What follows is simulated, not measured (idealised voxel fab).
process module | voxel transistor to metal
cross-section cut | 160 nm wide | cells 5 nm
A cross-section is a grid of square cells, given in bands from the top down. A band is one or more rows of cells.
Each band's line starts with the height of the band's top and of its bottom, in nm. Then come its materials from left to right, each with its width in nm. One material with "throughout" fills the band from edge to edge. "air" is empty space.
Height 0 is the level under which the wafer as received is all one material. The lowest band goes on downwards, as in "0 down".
A width such as "30 to 40" changes by the same amount from each row of cells to the next, from the band's top row to its bottom row.
"no change" after a step means that no cell of the cross-section changed.
closed voids: empty space of 8 cells or more with no open way to the top, each as width x height at its distance from the left edge, in nm
after a step's settings: what the simulator itself notes on the step
overlay nm, on a step with a mask: how far to the right of its planned place the mask lay; to the left if negative
plan
1 op RECEIVE | material Si
2 op OXIDIZE | depth nm 5
3 op CONFORMAL_DEP | material SiN | thk nm 10
4 op MASKED_ETCH | tone cover | mask id ACTIVE | width nm 100 | etch materials SiN | depth nm 10 | overlay nm 0
5 op MASKED_ETCH | tone cover | mask id ACTIVE | width nm 100 | etch materials SiO2 | depth nm 5 | overlay nm 0
6 op MASKED_ETCH | tone cover | mask id ACTIVE | width nm 100 | etch materials Si | depth nm 30 | overlay nm 0
7 op FILL_DEP | material SiO2 | thk nm 5
8 op CMP | height nm 10
9 op SELECTIVE_ETCH | etch materials SiO2 | depth nm 5
10 op STRIP | etch materials SiN
11 op SELECTIVE_ETCH | etch materials SiO2 | depth nm 5
12 op OXIDIZE | depth nm 5
13 op DIRECTIONAL_DEP | material polySi | thk nm 30
14 op DIRECTIONAL_DEP | material SiCN | thk nm 15
15 op DIRECTIONAL_DEP | material aC | thk nm 10
16 op PATTERN | tone cover | mask id GATE | material resist | width nm 20 | thk nm 30 | overlay nm 0
17 op DIRECTIONAL_ETCH | etch materials aC | depth nm 10
18 op STRIP | etch materials resist
19 op DIRECTIONAL_ETCH | etch materials SiCN | depth nm 25
20 op DIRECTIONAL_ETCH | etch materials polySi | depth nm 40
21 op STRIP | etch materials aC
22 op CONFORMAL_DEP | material SiO2 | thk nm 5
23 op DIRECTIONAL_ETCH | etch materials SiO2 | depth nm 5
24 op CONFORMAL_DEP | material SiN | thk nm 10
25 op DIRECTIONAL_ETCH | etch materials SiN | depth nm 10
26 op DIRECTIONAL_ETCH | etch materials SiO2 | depth nm 5
27 op DIRECTIONAL_ETCH | etch materials Si | depth nm 15
28 op EPI | material SiGe | thk nm 15
29 op FILL_DEP | material SiO2 | thk nm 5
30 op CMP | height nm 40
31 op DIRECTIONAL_DEP | material SiO2 | thk nm 15
32 op DIRECTIONAL_DEP | material aC | thk nm 10
33 op PATTERN | tone open | mask id CONTACT | material resist | width nm 25 | pitch nm 55 | thk nm 30 | overlay nm 0
34 op DIRECTIONAL_ETCH | etch materials aC | depth nm 10
35 op STRIP | etch materials resist
36 op DIRECTIONAL_ETCH | etch materials SiO2 | depth nm 50
37 op STRIP | etch materials aC
38 op CONFORMAL_DEP | material TiN | thk nm 5
39 op FILL_DEP | material Ru | thk nm 5
40 op CMP | height nm 55
41 op DIRECTIONAL_DEP | material TiN | thk nm 5
42 op DIRECTIONAL_DEP | material W | thk nm 25
43 op PATTERN | tone cover | mask id METAL_1 | material resist | width nm 15 | pitch nm 65 | thk nm 15 | overlay nm 0
44 op DIRECTIONAL_ETCH | etch materials W | depth nm 25
45 op DIRECTIONAL_ETCH | etch materials TiN | depth nm 5
46 op STRIP | etch materials resist
47 op FILL_DEP | material lowk | thk nm 5
48 op CMP | height nm 85
49 op CONFORMAL_DEP | material SiCN | thk nm 5
first wafer, as planned
as received, after step 1
  0 down: Si throughout
  closed voids: none
after step 2
  0 to -5: SiO2 throughout
  below -5: unchanged
after step 3
  10 to 0: SiN throughout
  below 0: unchanged
after step 4
  10 to 0: air 30 | SiN 100 | air 30
  below 0: unchanged
after step 5
  10 to 0: air 30 | SiN 100 | air 30
  0 to -5: air 30 | SiO2 100 | air 30
  below -5: unchanged
after step 6
  10 to 0: air 30 | SiN 100 | air 30
  0 to -5: air 30 | SiO2 100 | air 30
  -5 to -35: air 30 | Si 100 | air 30
  below -35: unchanged
after step 7
  15 to 10: SiO2 throughout
  10 to 0: SiO2 30 | SiN 100 | SiO2 30
  0 to -5: SiO2 throughout
  -5 to -35: SiO2 30 | Si 100 | SiO2 30
  below -35: unchanged
after step 8
  10 to 0: SiO2 30 | SiN 100 | SiO2 30
  below 0: unchanged
after step 9
  10 to 5: air 30 | SiN 100 | air 30
  below 5: unchanged
after step 10
  5 to 0: SiO2 30 | air 100 | SiO2 30
  below 0: unchanged
after step 11
  0 to -5: SiO2 25 | air 110 | SiO2 25
  below -5: unchanged
after step 12
  0 to -5: SiO2 25 | air 110 | SiO2 25
  -5 to -10: SiO2 throughout
  below -10: unchanged
after step 13
  30 to 25: polySi 25 | air 110 | polySi 25
  25 to 0: polySi throughout
  0 to -5: SiO2 25 | polySi 110 | SiO2 25
  below -5: unchanged
after step 14
  45 to 40: SiCN 25 | air 110 | SiCN 25
  40 to 30: SiCN throughout
  30 to 25: polySi 25 | SiCN 110 | polySi 25
  below 25: unchanged
after step 15
  55 to 50: aC 25 | air 110 | aC 25
  50 to 45: aC throughout
  45 to 40: SiCN 25 | aC 110 | SiCN 25
  below 40: unchanged
after step 16
  85 to 55: air 70 | resist 20 | air 70
  55 to 50: aC 25 | air 45 | resist 20 | air 45 | aC 25
  below 50: unchanged
after step 17
  75 to 50: air 70 | resist 20 | air 70
  50 to 45: air 70 | aC 20 | air 70
  45 to 40: SiCN 25 | air 45 | aC 20 | air 45 | SiCN 25
  below 40: unchanged
after step 18
  50 to 45: air 70 | aC 20 | air 70
  below 45: unchanged
after step 19
  50 to 40: air 70 | aC 20 | air 70
  40 to 30: air 70 | SiCN 20 | air 70
  30 to 25: polySi 25 | air 45 | SiCN 20 | air 45 | polySi 25
  below 25: unchanged
after step 20
  50 to 40: air 70 | aC 20 | air 70
  40 to 25: air 70 | SiCN 20 | air 70
  25 to 0: air 70 | polySi 20 | air 70
  0 to -5: SiO2 25 | air 45 | polySi 20 | air 45 | SiO2 25
  below -5: unchanged
after step 21
  40 to 25: air 70 | SiCN 20 | air 70
  below 25: unchanged
after step 22
  45 to 40: air 65 | SiO2 30 | air 65
  40 to 25: air 65 | SiO2 5 | SiCN 20 | SiO2 5 | air 65
  25 to 5: air 65 | SiO2 5 | polySi 20 | SiO2 5 | air 65
  5 to 0: SiO2 30 | air 35 | SiO2 5 | polySi 20 | SiO2 5 | air 35 | SiO2 30
  0 to -5: SiO2 70 | polySi 20 | SiO2 70
  below -5: unchanged
after step 23
  40 to 25: air 65 | SiO2 5 | SiCN 20 | SiO2 5 | air 65
  25 to 0: air 65 | SiO2 5 | polySi 20 | SiO2 5 | air 65
  0 to -5: SiO2 30 | air 35 | SiO2 5 | polySi 20 | SiO2 5 | air 35 | SiO2 30
  below -5: unchanged
after step 24
  50 to 40: air 55 | SiN 50 | air 55
  40 to 25: air 55 | SiN 10 | SiO2 5 | SiCN 20 | SiO2 5 | SiN 10 | air 55
  25 to 10: air 55 | SiN 10 | SiO2 5 | polySi 20 | SiO2 5 | SiN 10 | air 55
  10 to 5: SiN 40 | air 15 | SiN 10 | SiO2 5 | polySi 20 | SiO2 5 | SiN 10 | air 15 | SiN 40
  5 to 0: SiN 65 | SiO2 5 | polySi 20 | SiO2 5 | SiN 65
  0 to -5: SiO2 30 | SiN 35 | SiO2 5 | polySi 20 | SiO2 5 | SiN 35 | SiO2 30
  below -5: unchanged
after step 25
  40 to 25: air 55 | SiN 10 | SiO2 5 | SiCN 20 | SiO2 5 | SiN 10 | air 55
  25 to 0: air 55 | SiN 10 | SiO2 5 | polySi 20 | SiO2 5 | SiN 10 | air 55
  0 to -5: SiO2 30 | SiN 10 | air 15 | SiN 10 | SiO2 5 | polySi 20 | SiO2 5 | SiN 10 | air 15 | SiN 10 | SiO2 30
  below -5: unchanged
after step 26
  40 to 35: air 55 | SiN 10 | air 5 | SiCN 20 | air 5 | SiN 10 | air 55
  35 to 25: air 55 | SiN 10 | SiO2 5 | SiCN 20 | SiO2 5 | SiN 10 | air 55
  25 to 0: air 55 | SiN 10 | SiO2 5 | polySi 20 | SiO2 5 | SiN 10 | air 55
  0 to -5: air 30 | SiN 10 | air 15 | SiN 10 | SiO2 5 | polySi 20 | SiO2 5 | SiN 10 | air 15 | SiN 10 | air 30
  -5 to -10: SiO2 40 | air 15 | SiO2 50 | air 15 | SiO2 40
  below -10: unchanged
after step 27
  40 to 35: air 55 | SiN 10 | air 5 | SiCN 20 | air 5 | SiN 10 | air 55
  35 to 25: air 55 | SiN 10 | SiO2 5 | SiCN 20 | SiO2 5 | SiN 10 | air 55
  25 to 0: air 55 | SiN 10 | SiO2 5 | polySi 20 | SiO2 5 | SiN 10 | air 55
  0 to -5: air 30 | SiN 10 | air 15 | SiN 10 | SiO2 5 | polySi 20 | SiO2 5 | SiN 10 | air 15 | SiN 10 | air 30
  -5 to -10: SiO2 40 | air 15 | SiO2 50 | air 15 | SiO2 40
  -10 to -25: SiO2 30 | Si 10 | air 15 | Si 50 | air 15 | Si 10 | SiO2 30
  below -25: unchanged
after step 28
  40 to 35: air 55 | SiN 10 | air 5 | SiCN 20 | air 5 | SiN 10 | air 55
  35 to 25: air 55 | SiN 10 | SiO2 5 | SiCN 20 | SiO2 5 | SiN 10 | air 55
  25 to 5: air 55 | SiN 10 | SiO2 5 | polySi 20 | SiO2 5 | SiN 10 | air 55
  5 to 0: air 35 | SiGe 20 | SiN 10 | SiO2 5 | polySi 20 | SiO2 5 | SiN 10 | SiGe 20 | air 35
  0 to -5: air 30 | SiN 10 | SiGe 15 | SiN 10 | SiO2 5 | polySi 20 | SiO2 5 | SiN 10 | SiGe 15 | SiN 10 | air 30
  -5 to -10: SiO2 40 | SiGe 15 | SiO2 50 | SiGe 15 | SiO2 40
  -10 to -25: SiO2 30 | Si 10 | SiGe 15 | Si 50 | SiGe 15 | Si 10 | SiO2 30
  below -25: unchanged
after step 29
  45 to 40: SiO2 throughout
  40 to 25: SiO2 55 | SiN 10 | SiO2 5 | SiCN 20 | SiO2 5 | SiN 10 | SiO2 55
  25 to 5: SiO2 55 | SiN 10 | SiO2 5 | polySi 20 | SiO2 5 | SiN 10 | SiO2 55
  5 to 0: SiO2 35 | SiGe 20 | SiN 10 | SiO2 5 | polySi 20 | SiO2 5 | SiN 10 | SiGe 20 | SiO2 35
  0 to -5: SiO2 30 | SiN 10 | SiGe 15 | SiN 10 | SiO2 5 | polySi 20 | SiO2 5 | SiN 10 | SiGe 15 | SiN 10 | SiO2 30
  below -5: unchanged
after step 30
  40 to 25: SiO2 55 | SiN 10 | SiO2 5 | SiCN 20 | SiO2 5 | SiN 10 | SiO2 55
  below 25: unchanged
after step 31
  55 to 40: SiO2 throughout
  below 40: unchanged
after step 32
  65 to 55: aC throughout
  below 55: unchanged
after step 33
  95 to 65: resist 40 | air 25 | resist 30 | air 25 | resist 40
  below 65: unchanged
after step 34
  85 to 65: resist 40 | air 25 | resist 30 | air 25 | resist 40
  65 to 55: aC 40 | air 25 | aC 30 | air 25 | aC 40
  below 55: unchanged
after step 35
  65 to 55: aC 40 | air 25 | aC 30 | air 25 | aC 40
  below 55: unchanged
after step 36
  65 to 55: aC 40 | air 25 | aC 30 | air 25 | aC 40
  55 to 40: SiO2 40 | air 25 | SiO2 30 | air 25 | SiO2 40
  40 to 25: SiO2 40 | air 15 | SiN 10 | SiO2 5 | SiCN 20 | SiO2 5 | SiN 10 | air 15 | SiO2 40
  25 to 5: SiO2 40 | air 15 | SiN 10 | SiO2 5 | polySi 20 | SiO2 5 | SiN 10 | air 15 | SiO2 40
  below 5: unchanged
after step 37
  55 to 40: SiO2 40 | air 25 | SiO2 30 | air 25 | SiO2 40
  below 40: unchanged
after step 38
  60 to 55: TiN 45 | air 15 | TiN 40 | air 15 | TiN 45
  55 to 45: SiO2 40 | TiN 5 | air 15 | TiN 5 | SiO2 30 | TiN 5 | air 15 | TiN 5 | SiO2 40
  45 to 40: SiO2 40 | TiN 5 | air 5 | TiN 15 | SiO2 30 | TiN 15 | air 5 | TiN 5 | SiO2 40
  40 to 25: SiO2 40 | TiN 5 | air 5 | TiN 5 | SiN 10 | SiO2 5 | SiCN 20 | SiO2 5 | SiN 10 | TiN 5 | air 5 | TiN 5 | SiO2 40
  25 to 10: SiO2 40 | TiN 5 | air 5 | TiN 5 | SiN 10 | SiO2 5 | polySi 20 | SiO2 5 | SiN 10 | TiN 5 | air 5 | TiN 5 | SiO2 40
  10 to 5: SiO2 40 | TiN 15 | SiN 10 | SiO2 5 | polySi 20 | SiO2 5 | SiN 10 | TiN 15 | SiO2 40
  below 5: unchanged
after step 39
  65 to 60: Ru throughout
  60 to 55: TiN 45 | Ru 15 | TiN 40 | Ru 15 | TiN 45
  55 to 45: SiO2 40 | TiN 5 | Ru 15 | TiN 5 | SiO2 30 | TiN 5 | Ru 15 | TiN 5 | SiO2 40
  45 to 40: SiO2 40 | TiN 5 | Ru 5 | TiN 15 | SiO2 30 | TiN 15 | Ru 5 | TiN 5 | SiO2 40
  40 to 25: SiO2 40 | TiN 5 | Ru 5 | TiN 5 | SiN 10 | SiO2 5 | SiCN 20 | SiO2 5 | SiN 10 | TiN 5 | Ru 5 | TiN 5 | SiO2 40
  25 to 10: SiO2 40 | TiN 5 | Ru 5 | TiN 5 | SiN 10 | SiO2 5 | polySi 20 | SiO2 5 | SiN 10 | TiN 5 | Ru 5 | TiN 5 | SiO2 40
  below 10: unchanged
after step 40
  55 to 45: SiO2 40 | TiN 5 | Ru 15 | TiN 5 | SiO2 30 | TiN 5 | Ru 15 | TiN 5 | SiO2 40
  below 45: unchanged
after step 41
  60 to 55: TiN throughout
  below 55: unchanged
after step 42
  85 to 60: W throughout
  below 60: unchanged
after step 43
  100 to 85: air 40 | resist 15 | air 50 | resist 15 | air 40
  below 85: unchanged
after step 44
  100 to 85: air 40 | resist 15 | air 50 | resist 15 | air 40
  85 to 60: air 40 | W 15 | air 50 | W 15 | air 40
  below 60: unchanged
after step 45
  100 to 85: air 40 | resist 15 | air 50 | resist 15 | air 40
  85 to 60: air 40 | W 15 | air 50 | W 15 | air 40
  60 to 55: air 40 | TiN 15 | air 50 | TiN 15 | air 40
  below 55: unchanged
after step 46
  85 to 60: air 40 | W 15 | air 50 | W 15 | air 40
  below 60: unchanged
after step 47
  90 to 85: lowk throughout
  85 to 60: lowk 40 | W 15 | lowk 50 | W 15 | lowk 40
  60 to 55: lowk 40 | TiN 15 | lowk 50 | TiN 15 | lowk 40
  below 55: unchanged
after step 48
  85 to 60: lowk 40 | W 15 | lowk 50 | W 15 | lowk 40
  below 60: unchanged
after step 49
  90 to 85: SiCN throughout
  below 85: unchanged
second wafer: like start, like plan, one mistake. Through step 3 it matches the first wafer
when step 4 should have ended
  10 to 0: air 35 | SiN 100 | air 25
  below 0: unchanged
when step 5 should have ended
  10 to 0: air 35 | SiN 100 | air 25
  0 to -5: air 30 | SiO2 105 | air 25
  below -5: unchanged
when step 6 should have ended
  10 to 0: air 35 | SiN 100 | air 25
  0 to -5: air 30 | SiO2 105 | air 25
  -5 to -35: air 30 | Si 105 | air 25
  below -35: unchanged
when step 7 should have ended
  15 to 10: SiO2 throughout
  10 to 0: SiO2 35 | SiN 100 | SiO2 25
  0 to -5: SiO2 throughout
  -5 to -35: SiO2 30 | Si 105 | SiO2 25
  below -35: unchanged
when step 8 should have ended
  10 to 0: SiO2 35 | SiN 100 | SiO2 25
  below 0: unchanged
when step 9 should have ended
  10 to 5: air 35 | SiN 100 | air 25
  below 5: unchanged
when step 10 should have ended
  5 to 0: SiO2 35 | air 100 | SiO2 25
  below 0: unchanged
when step 11 should have ended
  0 to -5: SiO2 30 | air 110 | SiO2 20
  below -5: unchanged
when step 12 should have ended
  0 to -5: SiO2 30 | air 110 | SiO2 20
  -5 to -10: SiO2 throughout
  below -10: unchanged
when step 13 should have ended
  30 to 25: polySi 30 | air 110 | polySi 20
  25 to 0: polySi throughout
  0 to -5: SiO2 30 | polySi 110 | SiO2 20
  below -5: unchanged
when step 14 should have ended
  45 to 40: SiCN 30 | air 110 | SiCN 20
  40 to 30: SiCN throughout
  30 to 25: polySi 30 | SiCN 110 | polySi 20
  below 25: unchanged
when step 15 should have ended
  55 to 50: aC 30 | air 110 | aC 20
  50 to 45: aC throughout
  45 to 40: SiCN 30 | aC 110 | SiCN 20
  below 40: unchanged
when step 16 should have ended
  85 to 55: air 70 | resist 20 | air 70
  55 to 50: aC 30 | air 40 | resist 20 | air 50 | aC 20
  below 50: unchanged
when step 17 should have ended
  75 to 50: air 70 | resist 20 | air 70
  50 to 45: air 70 | aC 20 | air 70
  45 to 40: SiCN 30 | air 40 | aC 20 | air 50 | SiCN 20
  below 40: unchanged
when step 18 should have ended
  50 to 45: air 70 | aC 20 | air 70
  below 45: unchanged
when step 19 should have ended
  50 to 40: air 70 | aC 20 | air 70
  40 to 30: air 70 | SiCN 20 | air 70
  30 to 25: polySi 30 | air 40 | SiCN 20 | air 50 | polySi 20
  below 25: unchanged
when step 20 should have ended
  50 to 40: air 70 | aC 20 | air 70
  40 to 25: air 70 | SiCN 20 | air 70
  25 to 0: air 70 | polySi 20 | air 70
  0 to -5: SiO2 30 | air 40 | polySi 20 | air 50 | SiO2 20
  below -5: unchanged
when step 21 should have ended
  40 to 25: air 70 | SiCN 20 | air 70
  below 25: unchanged
when step 22 should have ended
  45 to 40: air 65 | SiO2 30 | air 65
  40 to 25: air 65 | SiO2 5 | SiCN 20 | SiO2 5 | air 65
  25 to 5: air 65 | SiO2 5 | polySi 20 | SiO2 5 | air 65
  5 to 0: SiO2 35 | air 30 | SiO2 5 | polySi 20 | SiO2 5 | air 40 | SiO2 25
  0 to -5: SiO2 70 | polySi 20 | SiO2 70
  below -5: unchanged
when step 23 should have ended
  40 to 25: air 65 | SiO2 5 | SiCN 20 | SiO2 5 | air 65
  25 to 0: air 65 | SiO2 5 | polySi 20 | SiO2 5 | air 65
  0 to -5: SiO2 35 | air 30 | SiO2 5 | polySi 20 | SiO2 5 | air 40 | SiO2 25
  below -5: unchanged
when step 24 should have ended
  50 to 40: air 55 | SiN 50 | air 55
  40 to 25: air 55 | SiN 10 | SiO2 5 | SiCN 20 | SiO2 5 | SiN 10 | air 55
  25 to 10: air 55 | SiN 10 | SiO2 5 | polySi 20 | SiO2 5 | SiN 10 | air 55
  10 to 5: SiN 45 | air 10 | SiN 10 | SiO2 5 | polySi 20 | SiO2 5 | SiN 10 | air 20 | SiN 35
  5 to 0: SiN 65 | SiO2 5 | polySi 20 | SiO2 5 | SiN 65
  0 to -5: SiO2 35 | SiN 30 | SiO2 5 | polySi 20 | SiO2 5 | SiN 40 | SiO2 25
  below -5: unchanged
when step 25 should have ended
  40 to 25: air 55 | SiN 10 | SiO2 5 | SiCN 20 | SiO2 5 | SiN 10 | air 55
  25 to 0: air 55 | SiN 10 | SiO2 5 | polySi 20 | SiO2 5 | SiN 10 | air 55
  0 to -5: SiO2 35 | SiN 10 | air 10 | SiN 10 | SiO2 5 | polySi 20 | SiO2 5 | SiN 10 | air 20 | SiN 10 | SiO2 25
  below -5: unchanged
when step 26 should have ended
  40 to 35: air 55 | SiN 10 | air 5 | SiCN 20 | air 5 | SiN 10 | air 55
  35 to 25: air 55 | SiN 10 | SiO2 5 | SiCN 20 | SiO2 5 | SiN 10 | air 55
  25 to 0: air 55 | SiN 10 | SiO2 5 | polySi 20 | SiO2 5 | SiN 10 | air 55
  0 to -5: air 35 | SiN 10 | air 10 | SiN 10 | SiO2 5 | polySi 20 | SiO2 5 | SiN 10 | air 20 | SiN 10 | air 25
  -5 to -10: SiO2 45 | air 10 | SiO2 50 | air 20 | SiO2 35
  below -10: unchanged
when step 27 should have ended
  40 to 35: air 55 | SiN 10 | air 5 | SiCN 20 | air 5 | SiN 10 | air 55
  35 to 25: air 55 | SiN 10 | SiO2 5 | SiCN 20 | SiO2 5 | SiN 10 | air 55
  25 to 0: air 55 | SiN 10 | SiO2 5 | polySi 20 | SiO2 5 | SiN 10 | air 55
  0 to -5: air 35 | SiN 10 | air 10 | SiN 10 | SiO2 5 | polySi 20 | SiO2 5 | SiN 10 | air 20 | SiN 10 | air 25
  -5 to -10: SiO2 45 | air 10 | SiO2 50 | air 20 | SiO2 35
  -10 to -25: SiO2 30 | Si 15 | air 10 | Si 50 | air 20 | Si 10 | SiO2 25
  below -25: unchanged
when step 28 should have ended
  40 to 35: air 55 | SiN 10 | air 5 | SiCN 20 | air 5 | SiN 10 | air 55
  35 to 25: air 55 | SiN 10 | SiO2 5 | SiCN 20 | SiO2 5 | SiN 10 | air 55
  25 to 5: air 55 | SiN 10 | SiO2 5 | polySi 20 | SiO2 5 | SiN 10 | air 55
  5 to 0: air 40 | SiGe 15 | SiN 10 | SiO2 5 | polySi 20 | SiO2 5 | SiN 10 | SiGe 25 | air 30
  0 to -5: air 35 | SiN 10 | SiGe 10 | SiN 10 | SiO2 5 | polySi 20 | SiO2 5 | SiN 10 | SiGe 20 | SiN 10 | air 25
  -5 to -10: SiO2 45 | SiGe 10 | SiO2 50 | SiGe 20 | SiO2 35
  -10 to -25: SiO2 30 | Si 15 | SiGe 10 | Si 50 | SiGe 20 | Si 10 | SiO2 25
  below -25: unchanged
when step 29 should have ended
  45 to 40: SiO2 throughout
  40 to 25: SiO2 55 | SiN 10 | SiO2 5 | SiCN 20 | SiO2 5 | SiN 10 | SiO2 55
  25 to 5: SiO2 55 | SiN 10 | SiO2 5 | polySi 20 | SiO2 5 | SiN 10 | SiO2 55
  5 to 0: SiO2 40 | SiGe 15 | SiN 10 | SiO2 5 | polySi 20 | SiO2 5 | SiN 10 | SiGe 25 | SiO2 30
  0 to -5: SiO2 35 | SiN 10 | SiGe 10 | SiN 10 | SiO2 5 | polySi 20 | SiO2 5 | SiN 10 | SiGe 20 | SiN 10 | SiO2 25
  below -5: unchanged
when step 30 should have ended
  40 to 25: SiO2 55 | SiN 10 | SiO2 5 | SiCN 20 | SiO2 5 | SiN 10 | SiO2 55
  below 25: unchanged
when step 31 should have ended
  55 to 40: SiO2 throughout
  below 40: unchanged
when step 32 should have ended
  65 to 55: aC throughout
  below 55: unchanged
when step 33 should have ended
  95 to 65: resist 40 | air 25 | resist 30 | air 25 | resist 40
  below 65: unchanged
when step 34 should have ended
  85 to 65: resist 40 | air 25 | resist 30 | air 25 | resist 40
  65 to 55: aC 40 | air 25 | aC 30 | air 25 | aC 40
  below 55: unchanged
when step 35 should have ended
  65 to 55: aC 40 | air 25 | aC 30 | air 25 | aC 40
  below 55: unchanged
when step 36 should have ended
  65 to 55: aC 40 | air 25 | aC 30 | air 25 | aC 40
  55 to 40: SiO2 40 | air 25 | SiO2 30 | air 25 | SiO2 40
  40 to 25: SiO2 40 | air 15 | SiN 10 | SiO2 5 | SiCN 20 | SiO2 5 | SiN 10 | air 15 | SiO2 40
  25 to 5: SiO2 40 | air 15 | SiN 10 | SiO2 5 | polySi 20 | SiO2 5 | SiN 10 | air 15 | SiO2 40
  below 5: unchanged
when step 37 should have ended
  55 to 40: SiO2 40 | air 25 | SiO2 30 | air 25 | SiO2 40
  below 40: unchanged
when step 38 should have ended
  60 to 55: TiN 45 | air 15 | TiN 40 | air 15 | TiN 45
  55 to 45: SiO2 40 | TiN 5 | air 15 | TiN 5 | SiO2 30 | TiN 5 | air 15 | TiN 5 | SiO2 40
  45 to 40: SiO2 40 | TiN 5 | air 5 | TiN 15 | SiO2 30 | TiN 15 | air 5 | TiN 5 | SiO2 40
  40 to 25: SiO2 40 | TiN 5 | air 5 | TiN 5 | SiN 10 | SiO2 5 | SiCN 20 | SiO2 5 | SiN 10 | TiN 5 | air 5 | TiN 5 | SiO2 40
  25 to 10: SiO2 40 | TiN 5 | air 5 | TiN 5 | SiN 10 | SiO2 5 | polySi 20 | SiO2 5 | SiN 10 | TiN 5 | air 5 | TiN 5 | SiO2 40
  10 to 5: SiO2 40 | TiN 15 | SiN 10 | SiO2 5 | polySi 20 | SiO2 5 | SiN 10 | TiN 15 | SiO2 40
  below 5: unchanged
when step 39 should have ended
  65 to 60: Ru throughout
  60 to 55: TiN 45 | Ru 15 | TiN 40 | Ru 15 | TiN 45
  55 to 45: SiO2 40 | TiN 5 | Ru 15 | TiN 5 | SiO2 30 | TiN 5 | Ru 15 | TiN 5 | SiO2 40
  45 to 40: SiO2 40 | TiN 5 | Ru 5 | TiN 15 | SiO2 30 | TiN 15 | Ru 5 | TiN 5 | SiO2 40
  40 to 25: SiO2 40 | TiN 5 | Ru 5 | TiN 5 | SiN 10 | SiO2 5 | SiCN 20 | SiO2 5 | SiN 10 | TiN 5 | Ru 5 | TiN 5 | SiO2 40
  25 to 10: SiO2 40 | TiN 5 | Ru 5 | TiN 5 | SiN 10 | SiO2 5 | polySi 20 | SiO2 5 | SiN 10 | TiN 5 | Ru 5 | TiN 5 | SiO2 40
  below 10: unchanged
when step 40 should have ended
  55 to 45: SiO2 40 | TiN 5 | Ru 15 | TiN 5 | SiO2 30 | TiN 5 | Ru 15 | TiN 5 | SiO2 40
  below 45: unchanged
when step 41 should have ended
  60 to 55: TiN throughout
  below 55: unchanged
when step 42 should have ended
  85 to 60: W throughout
  below 60: unchanged
when step 43 should have ended
  100 to 85: air 40 | resist 15 | air 50 | resist 15 | air 40
  below 85: unchanged
when step 44 should have ended
  100 to 85: air 40 | resist 15 | air 50 | resist 15 | air 40
  85 to 60: air 40 | W 15 | air 50 | W 15 | air 40
  below 60: unchanged
when step 45 should have ended
  100 to 85: air 40 | resist 15 | air 50 | resist 15 | air 40
  85 to 60: air 40 | W 15 | air 50 | W 15 | air 40
  60 to 55: air 40 | TiN 15 | air 50 | TiN 15 | air 40
  below 55: unchanged
when step 46 should have ended
  85 to 60: air 40 | W 15 | air 50 | W 15 | air 40
  below 60: unchanged
when step 47 should have ended
  90 to 85: lowk throughout
  85 to 60: lowk 40 | W 15 | lowk 50 | W 15 | lowk 40
  60 to 55: lowk 40 | TiN 15 | lowk 50 | TiN 15 | lowk 40
  below 55: unchanged
when step 48 should have ended
  85 to 60: lowk 40 | W 15 | lowk 50 | W 15 | lowk 40
  below 60: unchanged
when step 49 should have ended
  90 to 85: SiCN throughout
  below 85: unchanged
what went wrong: step 4 ran as: op MASKED_ETCH | tone cover | mask id ACTIVE | width nm 100 | etch materials SiN | depth nm 10 | overlay nm 5
at the end the second wafer has, in cells: 5 more of Si | 5 fewer of SiO2
